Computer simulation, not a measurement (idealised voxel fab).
Process module, titled voxel released beams
Pictured: cross-section cut, 140 nm wide, on a grid of 5 nm square cells.
We lay out every cross-section as a grid of square cells and spell it out in bands from the top down, where one band means one or more rows of cells.
This entry defines a band. It first specifies the height of the band's top and the height of its bottom in nm, and then specifies the band's materials from left to right, stating each material with its width in nm. The word "everywhere" identifies a single material that fills the band from edge to edge, while the word "air" identifies empty space.
Zero point of the height axis is 0; under it, received wafer = one material. Lowest band: continues down indefinitely, "0 nm and below".
A two-number width, for instance "30->40", indicates that the width is equal to the first number in the top row of the band and to the second number in the bottom row, and that it changes by a constant amount per row of cells.
Reading "no change" for a step: not a cell of the cross-section changed in it.
Empty spaces counting at least 8 cells and having no open way to the top are listed in "Voids, sealed". The notation width x height at distance is used for each, the distance being from the left edge and all three values in nm.
If you see something after the settings on a step's line, that's the simulator's own remark about that step.
The optional step-line setting "overlay nm" applies to steps with a mask and quantifies how far to the right of its planned location the mask lay, a negative value indicating leftward placement.

Process steps (planned)
- 1: RECEIVE | material Si
- 2: CONFORMAL_DEP | material SiN | thk nm 5
- 3: DIRECTIONAL_DEP | material SiO2 | thk nm 10
- 4: DIRECTIONAL_DEP | material aC | thk nm 15
- 5: PATTERN | tone open | mask id ANCHOR | material resist | width nm 25 | thk nm 30 | overlay nm 0
- 6: DIRECTIONAL_ETCH | etch materials aC | depth nm 15
- 7: STRIP | etch materials resist
- 8: DIRECTIONAL_ETCH | etch materials SiO2 | depth nm 10
- 9: STRIP | etch materials aC
- 10: CONFORMAL_DEP | material W | thk nm 10
- 11: MASKED_ETCH | tone cover | mask id BEAM | width nm 70 | etch materials W | depth nm 10 | overlay nm 0
- 12: STRIP | etch materials SiO2

First of the two wafers, run per plan

Wafer cross-section on receipt, i.e. after step 1
	0 nm and below  Si everywhere
	Voids, sealed: none

Cross-section: wafer state after step 2
	5 nm to 0 nm  SiN everywhere
	Under 0: no change, same as before.

Cross-section: wafer state after step 3
	15 nm to 5 nm  SiO2 everywhere
	Under 5: no change, same as before.

Cross-section: wafer state after step 4
	30 nm to 15 nm  aC everywhere
	Under 15: no change, same as before.

Cross-section: wafer state after step 5
	60 nm to 30 nm  resist 35 nm  air 25 nm  resist 80 nm
	Under 30: no change, same as before.

Cross-section: wafer state after step 6
	45 nm to 30 nm  resist 35 nm  air 25 nm  resist 80 nm
	30 nm to 15 nm  aC 35 nm  air 25 nm  aC 80 nm
	Under 15: no change, same as before.

Cross-section: wafer state after step 7
	30 nm to 15 nm  aC 35 nm  air 25 nm  aC 80 nm
	Under 15: no change, same as before.

Cross-section: wafer state after step 8
	30 nm to 15 nm  aC 35 nm  air 25 nm  aC 80 nm
	15 nm to 5 nm  SiO2 35 nm  air 25 nm  SiO2 80 nm
	Under 5: no change, same as before.

Cross-section: wafer state after step 9
	15 nm to 5 nm  SiO2 35 nm  air 25 nm  SiO2 80 nm
	Under 5: no change, same as before.

Cross-section: wafer state after step 10
	25 nm to 15 nm  W 45 nm  air 5 nm  W 90 nm
	15 nm to 5 nm  SiO2 35 nm  W 25 nm  SiO2 80 nm
	Under 5: no change, same as before.

Cross-section: wafer state after step 11
	25 nm to 15 nm  air 30 nm  W 15 nm  air 5 nm  W 50 nm  air 40 nm
	Under 15: no change, same as before.

Cross-section: wafer state after step 12
	25 nm to 15 nm  air 30 nm  W 15 nm  air 5 nm  W 50 nm  air 40 nm
	15 nm to 5 nm  air 35 nm  W 25 nm  air 80 nm
	Under 5: no change, same as before.

Wafer two. Same start, same plan, one slip in execution. Same as wafer one through step 1, inclusive

Second wafer shown in cross-section at the time step 2 was slated to end
	10 nm to 0 nm  SiO2 everywhere
	Under 0: no change, same as before.

Second wafer shown in cross-section at the time step 3 was slated to end
	15 nm to 10 nm  SiN everywhere
	Under 10: no change, same as before.

Second wafer shown in cross-section at the time step 4 was slated to end
	30 nm to 15 nm  aC everywhere
	Under 15: no change, same as before.

Second wafer shown in cross-section at the time step 5 was slated to end
	60 nm to 30 nm  resist 35 nm  air 25 nm  resist 80 nm
	Under 30: no change, same as before.

Second wafer shown in cross-section at the time step 6 was slated to end
	45 nm to 30 nm  resist 35 nm  air 25 nm  resist 80 nm
	30 nm to 15 nm  aC 35 nm  air 25 nm  aC 80 nm
	Under 15: no change, same as before.

Second wafer shown in cross-section at the time step 7 was slated to end
	30 nm to 15 nm  aC 35 nm  air 25 nm  aC 80 nm
	Under 15: no change, same as before.

Second wafer shown in cross-section at the time step 8 was slated to end: no change

Second wafer shown in cross-section at the time step 9 was slated to end
	15 nm to 10 nm  SiN everywhere
	Under 10: no change, same as before.

Second wafer shown in cross-section at the time step 10 was slated to end
	25 nm to 15 nm  W everywhere
	Under 15: no change, same as before.

Second wafer shown in cross-section at the time step 11 was slated to end
	25 nm to 15 nm  air 30 nm  W 70 nm  air 40 nm
	Under 15: no change, same as before.

Second wafer shown in cross-section at the time step 12 was slated to end: no change
what went wrong: order of steps 2 and 3 inverted relative to the plan
The closing comparison, in cells, has the second wafer with more or fewer of some materials than the first: +56 SiO2; -8 W
